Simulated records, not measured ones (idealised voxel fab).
process module | voxel quadruple lines
It is cross-section cut that appears here, measuring 175 nm in width, its square cells being 5 nm in size.
We lay out every cross-section as a grid of square cells and spell it out in bands from the top down, where one band means one or more rows of cells. Heights first: top, then bottom, in nm. Then materials, left to right, each with a width in nm. "edge to edge" on a single material: fills the band edge to edge. "blank": empty space. The reference from which all heights are counted is 0, the level beneath which the as-received wafer is entirely one material; the lowest band, having no lower bound, proceeds downward and is written after the example "z 0 and below". A two-number width, for instance "30->40", indicates that the width is equal to the first number in the top row of the band and to the second number in the bottom row, and that it changes by a constant amount per row of cells. No cell of the cross-section changed in a step that is given as "same as before". "Closed void table" lists enclosed empty spaces (at least 8 cells, no open path upward to the top), each as width x height at distance from the left edge, in nm. Text after the settings on a step's line: the simulator's own remark on that step. overlay nm: for a step with a mask, the amount by which the mask lay right of where it was planned; a negative amount means left of it.
**Below is the list of planned process steps**
1: RECEIVE | material Si
2: CONFORMAL_DEP | material SiO2 | thk nm 5
3: DIRECTIONAL_DEP | material TiN | thk nm 15
4: DIRECTIONAL_DEP | material polySi | thk nm 15
5: DIRECTIONAL_DEP | material aC | thk nm 20
6: PATTERN | tone cover | mask id MANDREL | material resist | width nm 35 | thk nm 30 | overlay nm -15
7: DIRECTIONAL_ETCH | etch materials aC | depth nm 20
8: STRIP | etch materials resist
9: CONFORMAL_DEP | material SiO2 | thk nm 15
10: DIRECTIONAL_ETCH | etch materials SiO2 | depth nm 15
11: STRIP | etch materials aC
12: DIRECTIONAL_ETCH | etch materials polySi | depth nm 15
13: STRIP | etch materials SiO2
14: CONFORMAL_DEP | material SiCN | thk nm 10
15: DIRECTIONAL_ETCH | etch materials SiCN | depth nm 10
16: STRIP | etch materials polySi
17: DIRECTIONAL_ETCH | etch materials TiN | depth nm 15
18: STRIP | etch materials SiCN
19: FILL_DEP | material SiO2 | thk nm 5
20: CMP | height nm 20
Split variable: overlay nm, step 6. Plan value = first wafer. Wafers start alike.
**Cross-section of the first of several wafers as received (after step 1)**
* z 0 and below: Si edge to edge
* Closed void table: none
**Below, a row for every wafer. Read it as the end-of-module picture: for each material the wafer shows its cells gained (+) or lost (-) since it was received, and then its closed voids**
overlay nm -15; +116 SiO2; +24 TiN; Closed void table: none
overlay nm -10; +116 SiO2; +24 TiN; Closed void table: none
overlay nm -5; +116 SiO2; +24 TiN; Closed void table: none
overlay nm 0; +116 SiO2; +24 TiN; Closed void table: none
overlay nm 5; +116 SiO2; +24 TiN; Closed void table: none
overlay nm 10; +116 SiO2; +24 TiN; Closed void table: none
overlay nm 15; +116 SiO2; +24 TiN; Closed void table: none
